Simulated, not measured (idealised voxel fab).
Process module name: voxel tone inversion
In the cross-section labelled cut, the width is 190 nm and each square cell is 5 nm.
Format of a cross-section: grid, square cells. Given as bands. Order: top down. Band: one or more rows of cells.
It is stipulated that each band's entry specify, in nanometres, the height of the top of the band and then that of its bottom, followed by the materials of the band in left-to-right sequence, each together with its width in nanometres. A single material marked by the word "everywhere" is understood to fill the band from edge to edge; the word "empty" is understood to denote empty space.
Height datum 0, below which the as-received substrate wafer is one material. Lowest band open at the bottom, running downward: "0..down".
A width such as "30->40" changes by the same amount from each row of cells to the next, from the band's top row to its bottom row.
The designation "no change", where it is given for a processing step, indicates that no cell of the cross-section was altered in the course of that step.
Heads up: "Fully closed voids" only lists the empty pockets with no open path to the top that are 8 cells or more, and it writes them as width x height at distance, distance from the left edge, in nm.
Heads up: the bit after the settings on a step's line is the simulator's remark on that step.
The line of a step may include "overlay nm". On a step with a mask, this value is how far to the right of its planned place the mask lay. A negative value means the mask lay to the left.
The steps planned for the process are as follows:
1 RECEIVE,material Si
2 CONFORMAL_DEP,material SiCN,thk nm 10
3 DIRECTIONAL_DEP,material polySi,thk nm 25
4 PATTERN,tone cover,mask id POSTS,material resist,width nm 25,pitch nm 40,thk nm 35,overlay nm 0
5 DIRECTIONAL_ETCH,etch materials polySi,depth nm 25
6 STRIP,etch materials resist
7 FILL_DEP,material lowk,thk nm 5
8 CMP,height nm 35
9 STRIP,etch materials polySi
10 CONFORMAL_DEP,material TiN,thk nm 5
11 FILL_DEP,material W,thk nm 5
12 CMP,height nm 35
13 CONFORMAL_DEP,material SiCN,thk nm 5
The following pertains to the first of two wafers, which was processed as planned:
Delivered wafer in cross-section: state after step 1:
* 0..down | Si everywhere
* Fully closed voids: none
State of the wafer after step 2, shown in cross-section:
* 10..0 | SiCN everywhere
* Anything lower than 0 is untouched.
State of the wafer after step 3, shown in cross-section:
* 35..10 | polySi everywhere
* Anything lower than 10 is untouched.
State of the wafer after step 4, shown in cross-section:
* 70..35 | 40 of empty; 25 of resist; 15 of empty; 25 of resist; 15 of empty; 25 of resist; 45 of empty
* Anything lower than 35 is untouched.
State of the wafer after step 5, shown in cross-section:
* 70..35 | 40 of empty; 25 of resist; 15 of empty; 25 of resist; 15 of empty; 25 of resist; 45 of empty
* 35..10 | 40 of empty; 25 of polySi; 15 of empty; 25 of polySi; 15 of empty; 25 of polySi; 45 of empty
* Anything lower than 10 is untouched.
State of the wafer after step 6, shown in cross-section:
* 35..10 | 40 of empty; 25 of polySi; 15 of empty; 25 of polySi; 15 of empty; 25 of polySi; 45 of empty
* Anything lower than 10 is untouched.
State of the wafer after step 7, shown in cross-section:
* 40..35 | lowk everywhere
* 35..10 | 40 of lowk; 25 of polySi; 15 of lowk; 25 of polySi; 15 of lowk; 25 of polySi; 45 of lowk
* Anything lower than 10 is untouched.
State of the wafer after step 8, shown in cross-section:
* 35..10 | 40 of lowk; 25 of polySi; 15 of lowk; 25 of polySi; 15 of lowk; 25 of polySi; 45 of lowk
* Anything lower than 10 is untouched.
State of the wafer after step 9, shown in cross-section:
* 35..10 | 40 of lowk; 25 of empty; 15 of lowk; 25 of empty; 15 of lowk; 25 of empty; 45 of lowk
* Anything lower than 10 is untouched.
State of the wafer after step 10, shown in cross-section:
* 40..35 | 45 of TiN; 15 of empty; 25 of TiN; 15 of empty; 25 of TiN; 15 of empty; 50 of TiN
* 35..15 | 40 of lowk; 5 of TiN; 15 of empty; 5 of TiN; 15 of lowk; 5 of TiN; 15 of empty; 5 of TiN; 15 of lowk; 5 of TiN; 15 of empty; 5 of TiN; 45 of lowk
* 15..10 | 40 of lowk; 25 of TiN; 15 of lowk; 25 of TiN; 15 of lowk; 25 of TiN; 45 of lowk
* Anything lower than 10 is untouched.
State of the wafer after step 11, shown in cross-section:
* 45..40 | W everywhere
* 40..35 | 45 of TiN; 15 of W; 25 of TiN; 15 of W; 25 of TiN; 15 of W; 50 of TiN
* 35..15 | 40 of lowk; 5 of TiN; 15 of W; 5 of TiN; 15 of lowk; 5 of TiN; 15 of W; 5 of TiN; 15 of lowk; 5 of TiN; 15 of W; 5 of TiN; 45 of lowk
* Anything lower than 15 is untouched.
State of the wafer after step 12, shown in cross-section:
* 35..15 | 40 of lowk; 5 of TiN; 15 of W; 5 of TiN; 15 of lowk; 5 of TiN; 15 of W; 5 of TiN; 15 of lowk; 5 of TiN; 15 of W; 5 of TiN; 45 of lowk
* Anything lower than 15 is untouched.
State of the wafer after step 13, shown in cross-section:
* 40..35 | SiCN everywhere
* Anything lower than 35 is untouched.
Wafer two: like wafer one in start and plan, but with one mistake in execution; identical up to and including step 3:
Cross-section of the second wafer at the time by which step 4 should have been completed according to the plan:
* 70..35 | 45 of empty; 20 of resist; 20 of empty; 20 of resist; 20 of empty; 20 of resist; 45 of empty
* Anything lower than 35 is untouched.
Cross-section of the second wafer at the time by which step 5 should have been completed according to the plan:
* 70..35 | 45 of empty; 20 of resist; 20 of empty; 20 of resist; 20 of empty; 20 of resist; 45 of empty
* 35..10 | 45 of empty; 20 of polySi; 20 of empty; 20 of polySi; 20 of empty; 20 of polySi; 45 of empty
* Anything lower than 10 is untouched.
Cross-section of the second wafer at the time by which step 6 should have been completed according to the plan:
* 35..10 | 45 of empty; 20 of polySi; 20 of empty; 20 of polySi; 20 of empty; 20 of polySi; 45 of empty
* Anything lower than 10 is untouched.
Cross-section of the second wafer at the time by which step 7 should have been completed according to the plan:
* 40..35 | lowk everywhere
* 35..10 | 45 of lowk; 20 of polySi; 20 of lowk; 20 of polySi; 20 of lowk; 20 of polySi; 45 of lowk
* Anything lower than 10 is untouched.
Cross-section of the second wafer at the time by which step 8 should have been completed according to the plan:
* 35..10 | 45 of lowk; 20 of polySi; 20 of lowk; 20 of polySi; 20 of lowk; 20 of polySi; 45 of lowk
* Anything lower than 10 is untouched.
Cross-section of the second wafer at the time by which step 9 should have been completed according to the plan:
* 35..10 | 45 of lowk; 20 of empty; 20 of lowk; 20 of empty; 20 of lowk; 20 of empty; 45 of lowk
* Anything lower than 10 is untouched.
Cross-section of the second wafer at the time by which step 10 should have been completed according to the plan:
* 40..35 | 50 of TiN; 10 of empty; 30 of TiN; 10 of empty; 30 of TiN; 10 of empty; 50 of TiN
* 35..15 | 45 of lowk; 5 of TiN; 10 of empty; 5 of TiN; 20 of lowk; 5 of TiN; 10 of empty; 5 of TiN; 20 of lowk; 5 of TiN; 10 of empty; 5 of TiN; 45 of lowk
* 15..10 | 45 of lowk; 20 of TiN; 20 of lowk; 20 of TiN; 20 of lowk; 20 of TiN; 45 of lowk
* Anything lower than 10 is untouched.
Cross-section of the second wafer at the time by which step 11 should have been completed according to the plan:
* 45..40 | W everywhere
* 40..35 | 50 of TiN; 10 of W; 30 of TiN; 10 of W; 30 of TiN; 10 of W; 50 of TiN
* 35..15 | 45 of lowk; 5 of TiN; 10 of W; 5 of TiN; 20 of lowk; 5 of TiN; 10 of W; 5 of TiN; 20 of lowk; 5 of TiN; 10 of W; 5 of TiN; 45 of lowk
* Anything lower than 15 is untouched.
Cross-section of the second wafer at the time by which step 12 should have been completed according to the plan:
* 35..15 | 45 of lowk; 5 of TiN; 10 of W; 5 of TiN; 20 of lowk; 5 of TiN; 10 of W; 5 of TiN; 20 of lowk; 5 of TiN; 10 of W; 5 of TiN; 45 of lowk
* Anything lower than 15 is untouched.
Cross-section of the second wafer at the time by which step 13 should have been completed according to the plan:
* 40..35 | SiCN everywhere
* Anything lower than 35 is untouched.
Where did the run depart from the plan? not per plan at step 4, really ran PATTERN,tone cover,mask id POSTS,material resist,width nm 20,pitch nm 40,thk nm 35,overlay nm 0
Bottom line after processing is that, in cells, the second wafer is up or down on some materials versus the first: TiN: 3 fewer | W: 12 fewer | lowk: 15 more
